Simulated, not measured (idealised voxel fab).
Name of the process module below: voxel fin reveal
It is cross-section cut that appears here, measuring 255 nm in width, its square cells being 5 nm in size.
A cross-section in this document is a grid of square cells, and it is written down as bands, the top band listed before the ones below it; a band is made up of one or more rows of cells.
The entry gives the band's vertical extent as a top height and a bottom height in nm, then its horizontal make-up as materials from left to right, each with a width in nm. "blank" stands for empty space; a single material marked "everywhere" fills the band edge to edge.
The level at which height equals 0 is the one under which the wafer, as it arrives, is entirely one material. No lower edge exists for the bottom band, which continues downward and is notated as in "0 -> down".
When a width is written as two numbers, as in "30..40", the first number is the width in the top row of cells of the band and the second is the width in its bottom row, and the width changes by the same amount from each row to the next.
"all unchanged", as given for a step, is the statement that not any cell of the cross-section underwent a change during that step.
In "Fully enclosed voids" the enclosed voids are listed, meaning empty spaces of 8 cells or larger without any opening to the top. The form is width x height at distance, distance from the left edge, units nm.
On each step's line, the part that comes after the settings is the simulator's own comment on the step.
overlay nm: how far to the right of its planned place the mask lay on this masked step (negative: to the left).

-- Below is the list of planned process steps
1: RECEIVE, material Si
2: CONFORMAL_DEP, material SiN, thk nm 10
3: DIRECTIONAL_DEP, material aC, thk nm 15
4: PATTERN, tone cover, mask id FINS, material resist, width nm 15, pitch nm 35, thk nm 30, overlay nm 0
5: DIRECTIONAL_ETCH, etch materials aC, depth nm 15
6: STRIP, etch materials resist
7: DIRECTIONAL_ETCH, etch materials SiN, depth nm 10
8: DIRECTIONAL_ETCH, etch materials Si, depth nm 30
9: STRIP, etch materials aC
10: OXIDIZE, depth nm 5
11: FILL_DEP, material SiO2, thk nm 5
12: CMP, height nm 10
13: SELECTIVE_ETCH, etch materials SiO2, depth nm 30
14: STRIP, etch materials SiN

-- What follows covers the first of two wafers; it ran as planned

-- Cross-section of the wafer upon arrival, representing the state reached after step 1
* 0 -> down: Si everywhere
* Fully enclosed voids: none

-- Wafer xsec, post step 2
* 10 -> 0: SiN everywhere
* Everything under 0 stays put, no change at all.

-- Wafer xsec, post step 3
* 25 -> 10: aC everywhere
* Everything under 10 stays put, no change at all.

-- Wafer xsec, post step 4
* 55 -> 25: 100 blank, then 15 resist, then 20 blank, then 15 resist, then 105 blank
* Everything under 25 stays put, no change at all.

-- Wafer xsec, post step 5
* 40 -> 25: 100 blank, then 15 resist, then 20 blank, then 15 resist, then 105 blank
* 25 -> 10: 100 blank, then 15 aC, then 20 blank, then 15 aC, then 105 blank
* Everything under 10 stays put, no change at all.

-- Wafer xsec, post step 6
* 25 -> 10: 100 blank, then 15 aC, then 20 blank, then 15 aC, then 105 blank
* Everything under 10 stays put, no change at all.

-- Wafer xsec, post step 7
* 25 -> 10: 100 blank, then 15 aC, then 20 blank, then 15 aC, then 105 blank
* 10 -> 0: 100 blank, then 15 SiN, then 20 blank, then 15 SiN, then 105 blank
* Everything under 0 stays put, no change at all.

-- Wafer xsec, post step 8
* 25 -> 10: 100 blank, then 15 aC, then 20 blank, then 15 aC, then 105 blank
* 10 -> 0: 100 blank, then 15 SiN, then 20 blank, then 15 SiN, then 105 blank
* 0 -> -30: 100 blank, then 15 Si, then 20 blank, then 15 Si, then 105 blank
* Everything under -30 stays put, no change at all.

-- Wafer xsec, post step 9
* 10 -> 0: 100 blank, then 15 SiN, then 20 blank, then 15 SiN, then 105 blank
* Everything under 0 stays put, no change at all.

-- Wafer xsec, post step 10
* 10 -> 0: 100 blank, then 15 SiN, then 20 blank, then 15 SiN, then 105 blank
* 0 -> -30: 100 blank, then 5 SiO2, then 5 Si, then 5 SiO2, then 20 blank, then 5 SiO2, then 5 Si, then 5 SiO2, then 105 blank
* -30 -> -35: 105 SiO2, then 5 Si, then 30 SiO2, then 5 Si, then 110 SiO2
* Everything under -35 stays put, no change at all.

-- Wafer xsec, post step 11
* 15 -> 10: SiO2 everywhere
* 10 -> 0: 100 SiO2, then 15 SiN, then 20 SiO2, then 15 SiN, then 105 SiO2
* 0 -> -35: 105 SiO2, then 5 Si, then 30 SiO2, then 5 Si, then 110 SiO2
* Everything under -35 stays put, no change at all.

-- Wafer xsec, post step 12
* 10 -> 0: 100 SiO2, then 15 SiN, then 20 SiO2, then 15 SiN, then 105 SiO2
* Everything under 0 stays put, no change at all.

-- Wafer xsec, post step 13
* 10 -> 0: 100 blank, then 15 SiN, then 20 blank, then 15 SiN, then 105 blank
* 0 -> -20: 105 blank, then 5 Si, then 30 blank, then 5 Si, then 110 blank
* Everything under -20 stays put, no change at all.

-- Wafer xsec, post step 14
* 0 -> -20: 105 blank, then 5 Si, then 30 blank, then 5 Si, then 110 blank
* Everything under -20 stays put, no change at all.

-- For the second wafer, take the first wafer's start and plan, then add one mistake made in running it; everything through step 3, that step included, is shared with the first

-- Second wafer at the planned finish of step 4, seen in cross-section
* 55 -> 25: 100 blank, then 20 resist, then 15 blank, then 20 resist, then 100 blank
* Everything under 25 stays put, no change at all.

-- Second wafer at the planned finish of step 5, seen in cross-section
* 40 -> 25: 100 blank, then 20 resist, then 15 blank, then 20 resist, then 100 blank
* 25 -> 10: 100 blank, then 20 aC, then 15 blank, then 20 aC, then 100 blank
* Everything under 10 stays put, no change at all.

-- Second wafer at the planned finish of step 6, seen in cross-section
* 25 -> 10: 100 blank, then 20 aC, then 15 blank, then 20 aC, then 100 blank
* Everything under 10 stays put, no change at all.

-- Second wafer at the planned finish of step 7, seen in cross-section
* 25 -> 10: 100 blank, then 20 aC, then 15 blank, then 20 aC, then 100 blank
* 10 -> 0: 100 blank, then 20 SiN, then 15 blank, then 20 SiN, then 100 blank
* Everything under 0 stays put, no change at all.

-- Second wafer at the planned finish of step 8, seen in cross-section
* 25 -> 10: 100 blank, then 20 aC, then 15 blank, then 20 aC, then 100 blank
* 10 -> 0: 100 blank, then 20 SiN, then 15 blank, then 20 SiN, then 100 blank
* 0 -> -30: 100 blank, then 20 Si, then 15 blank, then 20 Si, then 100 blank
* Everything under -30 stays put, no change at all.

-- Second wafer at the planned finish of step 9, seen in cross-section
* 10 -> 0: 100 blank, then 20 SiN, then 15 blank, then 20 SiN, then 100 blank
* Everything under 0 stays put, no change at all.

-- Second wafer at the planned finish of step 10, seen in cross-section
* 10 -> 0: 100 blank, then 20 SiN, then 15 blank, then 20 SiN, then 100 blank
* 0 -> -30: 100 blank, then 5 SiO2, then 10 Si, then 5 SiO2, then 15 blank, then 5 SiO2, then 10 Si, then 5 SiO2, then 100 blank
* -30 -> -35: 105 SiO2, then 10 Si, then 25 SiO2, then 10 Si, then 105 SiO2
* Everything under -35 stays put, no change at all.

-- Second wafer at the planned finish of step 11, seen in cross-section
* 15 -> 10: SiO2 everywhere
* 10 -> 0: 100 SiO2, then 20 SiN, then 15 SiO2, then 20 SiN, then 100 SiO2
* 0 -> -35: 105 SiO2, then 10 Si, then 25 SiO2, then 10 Si, then 105 SiO2
* Everything under -35 stays put, no change at all.

-- Second wafer at the planned finish of step 12, seen in cross-section
* 10 -> 0: 100 SiO2, then 20 SiN, then 15 SiO2, then 20 SiN, then 100 SiO2
* Everything under 0 stays put, no change at all.

-- Second wafer at the planned finish of step 13, seen in cross-section
* 10 -> 0: 100 blank, then 20 SiN, then 15 blank, then 20 SiN, then 100 blank
* 0 -> -20: 105 blank, then 10 Si, then 25 blank, then 10 Si, then 105 blank
* Everything under -20 stays put, no change at all.

-- Second wafer at the planned finish of step 14, seen in cross-section
* 0 -> -20: 105 blank, then 10 Si, then 25 blank, then 10 Si, then 105 blank
* Everything under -20 stays put, no change at all.
In executing the process, a mistake was made relative to the plan: step 4 ran as: PATTERN, tone cover, mask id FINS, material resist, width nm 20, pitch nm 35, thk nm 30, overlay nm 0
Bottom line after processing is that, in cells, the second wafer is up or down on some materials versus the first: 14 more of Si | 6 fewer of SiO2
